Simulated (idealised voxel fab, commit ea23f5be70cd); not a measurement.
voxel plated lines: a process module
It is cross-section cut that appears here, measuring 240 nm in width, its square cells being 5 nm in size.
For the purposes of this document, a cross-section shall be understood as a grid of square cells, specified as bands listed in top-to-bottom order, each band consisting of one or more rows of cells. This entry defines a band. It first specifies the height of the band's top and the height of its bottom in nm, and then specifies the band's materials from left to right, stating each material with its width in nm. The word "all across" identifies a single material that fills the band from edge to edge, while the word "air" identifies empty space. Height 0 is the level under which the wafer as received is all one material. The lowest band goes on downwards, as in "from 0 down". Width "30->40": first value at the band's top row of cells, second value at its bottom row, equal change from row to row. You'll sometimes find "no modifications" written for a step, and that's the way of saying that nowhere in the cross-section did a cell change during that step. What "Tabulated closed voids" gives you is every empty space of 8 cells or more that is cut off from the top. Each appears as width x height at distance, with the distance taken from the left edge and width, height and distance all in nm. It should be noted that, on the line of a given step, the content following the step's settings is a remark produced by the simulator itself with respect to that step. When a step includes a mask, the "overlay nm" setting on its line states how far to the right of its planned place that mask lay, and negative values state how far to the left.

Below is the list of planned process steps
1 RECEIVE | material Si
2 CONFORMAL_DEP | material SiN | thk nm 5
3 DIRECTIONAL_DEP | material TiN | thk nm 5
4 PATTERN | tone open | mask id LINES | material resist | width nm 15 | pitch nm 35 | thk nm 35 | overlay nm 0
5 EPI | material Ru | thk nm 5
6 EPI | material Ru | thk nm 5
7 EPI | material Ru | thk nm 10
8 STRIP | etch materials resist
9 DIRECTIONAL_ETCH | etch materials TiN | depth nm 5
10 CONFORMAL_DEP | material SiCN | thk nm 5

First of the two wafers, run per plan

As received (post step 1): cross-section
  from 0 down | Si all across
  Tabulated closed voids: none

So this is the wafer cross-section right after step 2
  from 5 to 0 | SiN all across
  Under the height 0 nothing was changed.

So this is the wafer cross-section right after step 3
  from 10 to 5 | TiN all across
  Under the height 5 nothing was changed.

So this is the wafer cross-section right after step 4
  from 45 to 10 | 95 of resist; 15 of air; 20 of resist; 15 of air; 95 of resist
  Under the height 10 nothing was changed.

So this is the wafer cross-section right after step 5
  from 45 to 15 | 95 of resist; 15 of air; 20 of resist; 15 of air; 95 of resist
  from 15 to 10 | 95 of resist; 15 of Ru; 20 of resist; 15 of Ru; 95 of resist
  Under the height 10 nothing was changed.

So this is the wafer cross-section right after step 6
  from 45 to 20 | 95 of resist; 15 of air; 20 of resist; 15 of air; 95 of resist
  from 20 to 10 | 95 of resist; 15 of Ru; 20 of resist; 15 of Ru; 95 of resist
  Under the height 10 nothing was changed.

So this is the wafer cross-section right after step 7
  from 45 to 30 | 95 of resist; 15 of air; 20 of resist; 15 of air; 95 of resist
  from 30 to 10 | 95 of resist; 15 of Ru; 20 of resist; 15 of Ru; 95 of resist
  Under the height 10 nothing was changed.

So this is the wafer cross-section right after step 8
  from 30 to 10 | 95 of air; 15 of Ru; 20 of air; 15 of Ru; 95 of air
  Under the height 10 nothing was changed.

So this is the wafer cross-section right after step 9
  from 30 to 10 | 95 of air; 15 of Ru; 20 of air; 15 of Ru; 95 of air
  from 10 to 5 | 95 of air; 15 of TiN; 20 of air; 15 of TiN; 95 of air
  Under the height 5 nothing was changed.

So this is the wafer cross-section right after step 10
  from 35 to 30 | 90 of air; 25 of SiCN; 10 of air; 25 of SiCN; 90 of air
  from 30 to 10 | 90 of air; 5 of SiCN; 15 of Ru; 5 of SiCN; 10 of air; 5 of SiCN; 15 of Ru; 5 of SiCN; 90 of air
  from 10 to 5 | 95 of SiCN; 15 of TiN; 20 of SiCN; 15 of TiN; 95 of SiCN
  Under the height 5 nothing was changed.

What follows concerns the second wafer, which started out like the first and was meant to follow the very same plan; one mistake crept in when it was run, but everything up to and including step 3 is the same as for the first wafer

Look at the second wafer in cross-section at the time step 4 ought to have finished
  from 45 to 10 | 95 of air; 15 of resist; 20 of air; 15 of resist; 95 of air
  Under the height 10 nothing was changed.

Look at the second wafer in cross-section at the time step 5 ought to have finished
  from 45 to 15 | 95 of air; 15 of resist; 20 of air; 15 of resist; 95 of air
  from 15 to 10 | 95 of Ru; 15 of resist; 20 of Ru; 15 of resist; 95 of Ru
  Under the height 10 nothing was changed.

Look at the second wafer in cross-section at the time step 6 ought to have finished
  from 45 to 20 | 95 of air; 15 of resist; 20 of air; 15 of resist; 95 of air
  from 20 to 10 | 95 of Ru; 15 of resist; 20 of Ru; 15 of resist; 95 of Ru
  Under the height 10 nothing was changed.

Look at the second wafer in cross-section at the time step 7 ought to have finished
  from 45 to 30 | 95 of air; 15 of resist; 20 of air; 15 of resist; 95 of air
  from 30 to 10 | 95 of Ru; 15 of resist; 20 of Ru; 15 of resist; 95 of Ru
  Under the height 10 nothing was changed.

Look at the second wafer in cross-section at the time step 8 ought to have finished
  from 30 to 10 | 95 of Ru; 15 of air; 20 of Ru; 15 of air; 95 of Ru
  Under the height 10 nothing was changed.

Look at the second wafer in cross-section at the time step 9 ought to have finished
  from 30 to 10 | 95 of Ru; 15 of air; 20 of Ru; 15 of air; 95 of Ru
  from 10 to 5 | 95 of TiN; 15 of air; 20 of TiN; 15 of air; 95 of TiN
  Under the height 5 nothing was changed.

Look at the second wafer in cross-section at the time step 10 ought to have finished
  from 35 to 30 | 100 of SiCN; 5 of air; 30 of SiCN; 5 of air; 100 of SiCN
  from 30 to 10 | 95 of Ru; 5 of SiCN; 5 of air; 5 of SiCN; 20 of Ru; 5 of SiCN; 5 of air; 5 of SiCN; 95 of Ru
  from 10 to 5 | 95 of TiN; 15 of SiCN; 20 of TiN; 15 of SiCN; 95 of TiN
  Under the height 5 nothing was changed.
Short version of what went wrong: step 4 was not run as planned; what actually ran was PATTERN | tone cover | mask id LINES | material resist | width nm 15 | pitch nm 35 | thk nm 35 | overlay nm 0
Final difference in cells, second wafer against first, listed per material as more or fewer: Ru: 144 more | TiN: 36 more
